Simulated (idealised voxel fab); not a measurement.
process module | voxel gate over fins
cross-section cut | 225 nm wide | cells 5 nm
A cross-section is a grid of square cells, given in bands from the top down. A band is one or more rows of cells.
Each band's line starts with the height of the band's top and of its bottom, in nm. Then come its materials from left to right, each with its width in nm. One material with "throughout" fills the band from edge to edge. "air" is empty space.
Height 0 is the level under which the wafer as received is all one material. The lowest band goes on downwards, as in "0 down".
A width such as "30 to 40" changes by the same amount from each row of cells to the next, from the band's top row to its bottom row.
"no change" after a step means that no cell of the cross-section changed.
closed voids: empty space of 8 cells or more with no open way to the top, each as width x height at its distance from the left edge, in nm
after a step's settings: what the simulator itself notes on the step
overlay nm, on a step with a mask: how far to the right of its planned place the mask lay; to the left if negative
plan
1 op RECEIVE | material Si
2 op CONFORMAL_DEP | material SiN | thk nm 10
3 op DIRECTIONAL_DEP | material aC | thk nm 15
4 op PATTERN | tone cover | mask id FINS | material resist | width nm 15 | pitch nm 55 | thk nm 35 | overlay nm 0
5 op DIRECTIONAL_ETCH | etch materials aC | depth nm 15
6 op STRIP | etch materials resist
7 op DIRECTIONAL_ETCH | etch materials SiN | depth nm 10
8 op DIRECTIONAL_ETCH | etch materials Si | depth nm 40
9 op STRIP | etch materials aC
10 op OXIDIZE | depth nm 5
11 op FILL_DEP | material SiO2 | thk nm 5
12 op CMP | height nm 10
13 op DIRECTIONAL_DEP | material aC | thk nm 10
14 op PATTERN | tone open | mask id RAIL | material resist | width nm 15 | thk nm 30 | overlay nm 0
15 op DIRECTIONAL_ETCH | etch materials aC | depth nm 10
16 op STRIP | etch materials resist
17 op DIRECTIONAL_ETCH | etch materials SiO2 | depth nm 45
18 op STRIP | etch materials aC
19 op CONFORMAL_DEP | material TiN | thk nm 5
20 op FILL_DEP | material Ru | thk nm 10
21 op CMP | height nm 10
22 op SELECTIVE_ETCH | etch materials W Ru TiN | depth nm 30
23 op FILL_DEP | material SiO2 | thk nm 5
24 op CMP | height nm 10
25 op SELECTIVE_ETCH | etch materials SiO2 | depth nm 25
26 op STRIP | etch materials SiN
27 op CONFORMAL_DEP | material HfO2 | thk nm 5
28 op CONFORMAL_DEP | material TiN | thk nm 5
29 op CONFORMAL_DEP | material TiAl | thk nm 5
30 op CONFORMAL_DEP | material TiN | thk nm 5
31 op FILL_DEP | material W | thk nm 10
32 op CMP | height nm 25
33 op CONFORMAL_DEP | material SiCN | thk nm 10
first wafer, as planned
as received, after step 1
  0 down: Si throughout
  closed voids: none
after step 2
  10 to 0: SiN throughout
  below 0: unchanged
after step 3
  25 to 10: aC throughout
  below 10: unchanged
after step 4
  60 to 25: air 75 | resist 15 | air 40 | resist 15 | air 80
  below 25: unchanged
after step 5
  45 to 25: air 75 | resist 15 | air 40 | resist 15 | air 80
  25 to 10: air 75 | aC 15 | air 40 | aC 15 | air 80
  below 10: unchanged
after step 6
  25 to 10: air 75 | aC 15 | air 40 | aC 15 | air 80
  below 10: unchanged
after step 7
  25 to 10: air 75 | aC 15 | air 40 | aC 15 | air 80
  10 to 0: air 75 | SiN 15 | air 40 | SiN 15 | air 80
  below 0: unchanged
after step 8
  25 to 10: air 75 | aC 15 | air 40 | aC 15 | air 80
  10 to 0: air 75 | SiN 15 | air 40 | SiN 15 | air 80
  0 to -40: air 75 | Si 15 | air 40 | Si 15 | air 80
  below -40: unchanged
after step 9
  10 to 0: air 75 | SiN 15 | air 40 | SiN 15 | air 80
  below 0: unchanged
after step 10
  10 to 0: air 75 | SiN 15 | air 40 | SiN 15 | air 80
  0 to -40: air 75 | SiO2 5 | Si 5 | SiO2 5 | air 40 | SiO2 5 | Si 5 | SiO2 5 | air 80
  -40 to -45: SiO2 80 | Si 5 | SiO2 50 | Si 5 | SiO2 85
  below -45: unchanged
after step 11
  15 to 10: SiO2 throughout
  10 to 0: SiO2 75 | SiN 15 | SiO2 40 | SiN 15 | SiO2 80
  0 to -45: SiO2 80 | Si 5 | SiO2 50 | Si 5 | SiO2 85
  below -45: unchanged
after step 12
  10 to 0: SiO2 75 | SiN 15 | SiO2 40 | SiN 15 | SiO2 80
  below 0: unchanged
after step 13
  20 to 10: aC throughout
  below 10: unchanged
after step 14
  50 to 20: resist 100 | air 15 | resist 110
  below 20: unchanged
after step 15
  40 to 20: resist 100 | air 15 | resist 110
  20 to 10: aC 100 | air 15 | aC 110
  below 10: unchanged
after step 16
  20 to 10: aC 100 | air 15 | aC 110
  below 10: unchanged
after step 17
  20 to 10: aC 100 | air 15 | aC 110
  10 to 0: SiO2 75 | SiN 15 | SiO2 10 | air 15 | SiO2 15 | SiN 15 | SiO2 80
  0 to -35: SiO2 80 | Si 5 | SiO2 15 | air 15 | SiO2 20 | Si 5 | SiO2 85
  below -35: unchanged
after step 18
  10 to 0: SiO2 75 | SiN 15 | SiO2 10 | air 15 | SiO2 15 | SiN 15 | SiO2 80
  below 0: unchanged
after step 19
  15 to 10: TiN 105 | air 5 | TiN 115
  10 to 0: SiO2 75 | SiN 15 | SiO2 10 | TiN 5 | air 5 | TiN 5 | SiO2 15 | SiN 15 | SiO2 80
  0 to -30: SiO2 80 | Si 5 | SiO2 15 | TiN 5 | air 5 | TiN 5 | SiO2 20 | Si 5 | SiO2 85
  -30 to -35: SiO2 80 | Si 5 | SiO2 15 | TiN 15 | SiO2 20 | Si 5 | SiO2 85
  below -35: unchanged
after step 20
  25 to 15: Ru throughout
  15 to 10: TiN 105 | Ru 5 | TiN 115
  10 to 0: SiO2 75 | SiN 15 | SiO2 10 | TiN 5 | Ru 5 | TiN 5 | SiO2 15 | SiN 15 | SiO2 80
  0 to -30: SiO2 80 | Si 5 | SiO2 15 | TiN 5 | Ru 5 | TiN 5 | SiO2 20 | Si 5 | SiO2 85
  below -30: unchanged
after step 21
  10 to 0: SiO2 75 | SiN 15 | SiO2 10 | TiN 5 | Ru 5 | TiN 5 | SiO2 15 | SiN 15 | SiO2 80
  below 0: unchanged
after step 22
  10 to 0: SiO2 75 | SiN 15 | SiO2 10 | air 15 | SiO2 15 | SiN 15 | SiO2 80
  0 to -20: SiO2 80 | Si 5 | SiO2 15 | air 15 | SiO2 20 | Si 5 | SiO2 85
  below -20: unchanged
after step 23
  15 to 10: SiO2 throughout
  10 to 0: SiO2 75 | SiN 15 | SiO2 40 | SiN 15 | SiO2 80
  0 to -20: SiO2 80 | Si 5 | SiO2 50 | Si 5 | SiO2 85
  below -20: unchanged
after step 24
  10 to 0: SiO2 75 | SiN 15 | SiO2 40 | SiN 15 | SiO2 80
  below 0: unchanged
after step 25
  10 to 0: air 75 | SiN 15 | air 40 | SiN 15 | air 80
  0 to -15: air 80 | Si 5 | air 50 | Si 5 | air 85
  below -15: unchanged
after step 26
  0 to -15: air 80 | Si 5 | air 50 | Si 5 | air 85
  below -15: unchanged
after step 27
  5 to 0: air 75 | HfO2 15 | air 40 | HfO2 15 | air 80
  0 to -10: air 75 | HfO2 5 | Si 5 | HfO2 5 | air 40 | HfO2 5 | Si 5 | HfO2 5 | air 80
  -10 to -15: HfO2 80 | Si 5 | HfO2 50 | Si 5 | HfO2 85
  below -15: unchanged
after step 28
  10 to 5: air 70 | TiN 25 | air 30 | TiN 25 | air 75
  5 to 0: air 70 | TiN 5 | HfO2 15 | TiN 5 | air 30 | TiN 5 | HfO2 15 | TiN 5 | air 75
  0 to -5: air 70 | TiN 5 | HfO2 5 | Si 5 | HfO2 5 | TiN 5 | air 30 | TiN 5 | HfO2 5 | Si 5 | HfO2 5 | TiN 5 | air 75
  -5 to -10: TiN 75 | HfO2 5 | Si 5 | HfO2 5 | TiN 40 | HfO2 5 | Si 5 | HfO2 5 | TiN 80
  below -10: unchanged
after step 29
  15 to 10: air 65 | TiAl 35 | air 20 | TiAl 35 | air 70
  10 to 5: air 65 | TiAl 5 | TiN 25 | TiAl 5 | air 20 | TiAl 5 | TiN 25 | TiAl 5 | air 70
  5 to 0: air 65 | TiAl 5 | TiN 5 | HfO2 15 | TiN 5 | TiAl 5 | air 20 | TiAl 5 | TiN 5 | HfO2 15 | TiN 5 | TiAl 5 | air 70
  0 to -5: TiAl 70 | TiN 5 | HfO2 5 | Si 5 | HfO2 5 | TiN 5 | TiAl 30 | TiN 5 | HfO2 5 | Si 5 | HfO2 5 | TiN 5 | TiAl 75
  below -5: unchanged
after step 30
  20 to 15: air 60 | TiN 45 | air 10 | TiN 45 | air 65
  15 to 10: air 60 | TiN 5 | TiAl 35 | TiN 5 | air 10 | TiN 5 | TiAl 35 | TiN 5 | air 65
  10 to 5: air 60 | TiN 5 | TiAl 5 | TiN 25 | TiAl 5 | TiN 5 | air 10 | TiN 5 | TiAl 5 | TiN 25 | TiAl 5 | TiN 5 | air 65
  5 to 0: TiN 65 | TiAl 5 | TiN 5 | HfO2 15 | TiN 5 | TiAl 5 | TiN 20 | TiAl 5 | TiN 5 | HfO2 15 | TiN 5 | TiAl 5 | TiN 70
  below 0: unchanged
after step 31
  30 to 20: W throughout
  20 to 15: W 60 | TiN 45 | W 10 | TiN 45 | W 65
  15 to 10: W 60 | TiN 5 | TiAl 35 | TiN 5 | W 10 | TiN 5 | TiAl 35 | TiN 5 | W 65
  10 to 5: W 60 | TiN 5 | TiAl 5 | TiN 25 | TiAl 5 | TiN 5 | W 10 | TiN 5 | TiAl 5 | TiN 25 | TiAl 5 | TiN 5 | W 65
  below 5: unchanged
after step 32
  25 to 20: W throughout
  below 20: unchanged
after step 33
  35 to 25: SiCN throughout
  below 25: unchanged
second wafer: like start, like plan, one mistake. Through step 13 it matches the first wafer
when step 14 should have ended
  50 to 20: air 100 | resist 15 | air 110
  below 20: unchanged
when step 15 should have ended
  40 to 20: air 100 | resist 15 | air 110
  20 to 10: air 100 | aC 15 | air 110
  below 10: unchanged
when step 16 should have ended
  20 to 10: air 100 | aC 15 | air 110
  below 10: unchanged
when step 17 should have ended
  20 to 10: air 100 | aC 15 | air 110
  10 to 0: air 75 | SiN 15 | air 10 | SiO2 15 | air 15 | SiN 15 | air 80
  0 to -35: air 75 | SiO2 5 | Si 5 | SiO2 5 | air 10 | SiO2 15 | air 15 | SiO2 5 | Si 5 | SiO2 5 | air 80
  below -35: unchanged
when step 18 should have ended
  10 to 0: air 75 | SiN 15 | air 10 | SiO2 15 | air 15 | SiN 15 | air 80
  below 0: unchanged
when step 19 should have ended
  15 to 10: air 70 | TiN 50 | air 5 | TiN 25 | air 75
  10 to 0: air 70 | TiN 5 | SiN 15 | TiN 10 | SiO2 15 | TiN 5 | air 5 | TiN 5 | SiN 15 | TiN 5 | air 75
  0 to -30: air 70 | TiN 5 | SiO2 5 | Si 5 | SiO2 5 | TiN 10 | SiO2 15 | TiN 5 | air 5 | TiN 5 | SiO2 5 | Si 5 | SiO2 5 | TiN 5 | air 75
  -30 to -35: TiN 75 | SiO2 5 | Si 5 | SiO2 5 | TiN 10 | SiO2 15 | TiN 15 | SiO2 5 | Si 5 | SiO2 5 | TiN 80
  below -35: unchanged
when step 20 should have ended
  25 to 15: Ru throughout
  15 to 10: Ru 70 | TiN 50 | Ru 5 | TiN 25 | Ru 75
  10 to 0: Ru 70 | TiN 5 | SiN 15 | TiN 10 | SiO2 15 | TiN 5 | Ru 5 | TiN 5 | SiN 15 | TiN 5 | Ru 75
  0 to -30: Ru 70 | TiN 5 | SiO2 5 | Si 5 | SiO2 5 | TiN 10 | SiO2 15 | TiN 5 | Ru 5 | TiN 5 | SiO2 5 | Si 5 | SiO2 5 | TiN 5 | Ru 75
  below -30: unchanged
when step 21 should have ended
  10 to 0: Ru 70 | TiN 5 | SiN 15 | TiN 10 | SiO2 15 | TiN 5 | Ru 5 | TiN 5 | SiN 15 | TiN 5 | Ru 75
  below 0: unchanged
when step 22 should have ended
  10 to 0: air 75 | SiN 15 | air 10 | SiO2 15 | air 15 | SiN 15 | air 80
  0 to -20: air 75 | SiO2 5 | Si 5 | SiO2 5 | air 10 | SiO2 15 | air 15 | SiO2 5 | Si 5 | SiO2 5 | air 80
  below -20: unchanged
when step 23 should have ended
  15 to 10: SiO2 throughout
  10 to 0: SiO2 75 | SiN 15 | SiO2 40 | SiN 15 | SiO2 80
  0 to -20: SiO2 80 | Si 5 | SiO2 50 | Si 5 | SiO2 85
  below -20: unchanged
when step 24 should have ended
  10 to 0: SiO2 75 | SiN 15 | SiO2 40 | SiN 15 | SiO2 80
  below 0: unchanged
when step 25 should have ended
  10 to 0: air 75 | SiN 15 | air 40 | SiN 15 | air 80
  0 to -15: air 80 | Si 5 | air 50 | Si 5 | air 85
  below -15: unchanged
when step 26 should have ended
  0 to -15: air 80 | Si 5 | air 50 | Si 5 | air 85
  below -15: unchanged
when step 27 should have ended
  5 to 0: air 75 | HfO2 15 | air 40 | HfO2 15 | air 80
  0 to -10: air 75 | HfO2 5 | Si 5 | HfO2 5 | air 40 | HfO2 5 | Si 5 | HfO2 5 | air 80
  -10 to -15: HfO2 80 | Si 5 | HfO2 50 | Si 5 | HfO2 85
  below -15: unchanged
when step 28 should have ended
  10 to 5: air 70 | TiN 25 | air 30 | TiN 25 | air 75
  5 to 0: air 70 | TiN 5 | HfO2 15 | TiN 5 | air 30 | TiN 5 | HfO2 15 | TiN 5 | air 75
  0 to -5: air 70 | TiN 5 | HfO2 5 | Si 5 | HfO2 5 | TiN 5 | air 30 | TiN 5 | HfO2 5 | Si 5 | HfO2 5 | TiN 5 | air 75
  -5 to -10: TiN 75 | HfO2 5 | Si 5 | HfO2 5 | TiN 40 | HfO2 5 | Si 5 | HfO2 5 | TiN 80
  below -10: unchanged
when step 29 should have ended
  15 to 10: air 65 | TiAl 35 | air 20 | TiAl 35 | air 70
  10 to 5: air 65 | TiAl 5 | TiN 25 | TiAl 5 | air 20 | TiAl 5 | TiN 25 | TiAl 5 | air 70
  5 to 0: air 65 | TiAl 5 | TiN 5 | HfO2 15 | TiN 5 | TiAl 5 | air 20 | TiAl 5 | TiN 5 | HfO2 15 | TiN 5 | TiAl 5 | air 70
  0 to -5: TiAl 70 | TiN 5 | HfO2 5 | Si 5 | HfO2 5 | TiN 5 | TiAl 30 | TiN 5 | HfO2 5 | Si 5 | HfO2 5 | TiN 5 | TiAl 75
  below -5: unchanged
when step 30 should have ended
  20 to 15: air 60 | TiN 45 | air 10 | TiN 45 | air 65
  15 to 10: air 60 | TiN 5 | TiAl 35 | TiN 5 | air 10 | TiN 5 | TiAl 35 | TiN 5 | air 65
  10 to 5: air 60 | TiN 5 | TiAl 5 | TiN 25 | TiAl 5 | TiN 5 | air 10 | TiN 5 | TiAl 5 | TiN 25 | TiAl 5 | TiN 5 | air 65
  5 to 0: TiN 65 | TiAl 5 | TiN 5 | HfO2 15 | TiN 5 | TiAl 5 | TiN 20 | TiAl 5 | TiN 5 | HfO2 15 | TiN 5 | TiAl 5 | TiN 70
  below 0: unchanged
when step 31 should have ended
  30 to 20: W throughout
  20 to 15: W 60 | TiN 45 | W 10 | TiN 45 | W 65
  15 to 10: W 60 | TiN 5 | TiAl 35 | TiN 5 | W 10 | TiN 5 | TiAl 35 | TiN 5 | W 65
  10 to 5: W 60 | TiN 5 | TiAl 5 | TiN 25 | TiAl 5 | TiN 5 | W 10 | TiN 5 | TiAl 5 | TiN 25 | TiAl 5 | TiN 5 | W 65
  below 5: unchanged
when step 32 should have ended
  25 to 20: W throughout
  below 20: unchanged
when step 33 should have ended
  35 to 25: SiCN throughout
  below 25: unchanged
what went wrong: step 14 ran as: op PATTERN | tone cover | mask id RAIL | material resist | width nm 15 | thk nm 30 | overlay nm 0
at the end the second wafer has, in cells: 58 more of Ru | 99 fewer of SiO2 | 41 more of TiN
